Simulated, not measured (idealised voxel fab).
process module | voxel tone inversion
cross-section cut | 210 nm wide | cells 5 nm
A cross-section is a grid of square cells, given in bands from the top down. A band is one or more rows of cells.
Each band's line starts with the height of the band's top and of its bottom, in nm. Then come its materials from left to right, each with its width in nm. One material with "throughout" fills the band from edge to edge. "air" is empty space.
Height 0 is the level under which the wafer as received is all one material. The lowest band goes on downwards, as in "0 down".
A width such as "30 to 40" changes by the same amount from each row of cells to the next, from the band's top row to its bottom row.
"no change" after a step means that no cell of the cross-section changed.
closed voids: empty space of 8 cells or more with no open way to the top, each as width x height at its distance from the left edge, in nm
after a step's settings: what the simulator itself notes on the step
overlay nm, on a step with a mask: how far to the right of its planned place the mask lay; to the left if negative
plan
1 op RECEIVE | material Si
2 op CONFORMAL_DEP | material SiCN | thk nm 5
3 op DIRECTIONAL_DEP | material polySi | thk nm 25
4 op PATTERN | tone cover | mask id POSTS | material resist | width nm 20 | pitch nm 35 | thk nm 35 | overlay nm 0
5 op DIRECTIONAL_ETCH | etch materials polySi | depth nm 25
6 op STRIP | etch materials resist
7 op FILL_DEP | material lowk | thk nm 5
8 op CMP | height nm 30
9 op STRIP | etch materials polySi
first wafer, as planned
as received, after step 1
  0 down: Si throughout
  closed voids: none
after step 2
  5 to 0: SiCN throughout
  below 0: unchanged
after step 3
  30 to 5: polySi throughout
  below 5: unchanged
after step 4
  65 to 30: air 75 | resist 20 | air 15 | resist 20 | air 80
  below 30: unchanged
after step 5
  65 to 30: air 75 | resist 20 | air 15 | resist 20 | air 80
  30 to 5: air 75 | polySi 20 | air 15 | polySi 20 | air 80
  below 5: unchanged
after step 6
  30 to 5: air 75 | polySi 20 | air 15 | polySi 20 | air 80
  below 5: unchanged
after step 7
  35 to 30: lowk throughout
  30 to 5: lowk 75 | polySi 20 | lowk 15 | polySi 20 | lowk 80
  below 5: unchanged
after step 8
  30 to 5: lowk 75 | polySi 20 | lowk 15 | polySi 20 | lowk 80
  below 5: unchanged
after step 9
  30 to 5: lowk 75 | air 20 | lowk 15 | air 20 | lowk 80
  below 5: unchanged
second wafer: like start, like plan, one mistake. Through step 3 it matches the first wafer
when step 4 should have ended
  65 to 30: air 80 | resist 15 | air 20 | resist 15 | air 80
  below 30: unchanged
when step 5 should have ended
  65 to 30: air 80 | resist 15 | air 20 | resist 15 | air 80
  30 to 5: air 80 | polySi 15 | air 20 | polySi 15 | air 80
  below 5: unchanged
when step 6 should have ended
  30 to 5: air 80 | polySi 15 | air 20 | polySi 15 | air 80
  below 5: unchanged
when step 7 should have ended
  35 to 30: lowk throughout
  30 to 5: lowk 80 | polySi 15 | lowk 20 | polySi 15 | lowk 80
  below 5: unchanged
when step 8 should have ended
  30 to 5: lowk 80 | polySi 15 | lowk 20 | polySi 15 | lowk 80
  below 5: unchanged
when step 9 should have ended
  30 to 5: lowk 80 | air 15 | lowk 20 | air 15 | lowk 80
  below 5: unchanged
what went wrong: step 4 ran as: op PATTERN | tone cover | mask id POSTS | material resist | width nm 15 | pitch nm 35 | thk nm 35 | overlay nm 0
at the end the second wafer has, in cells: 10 more of lowk
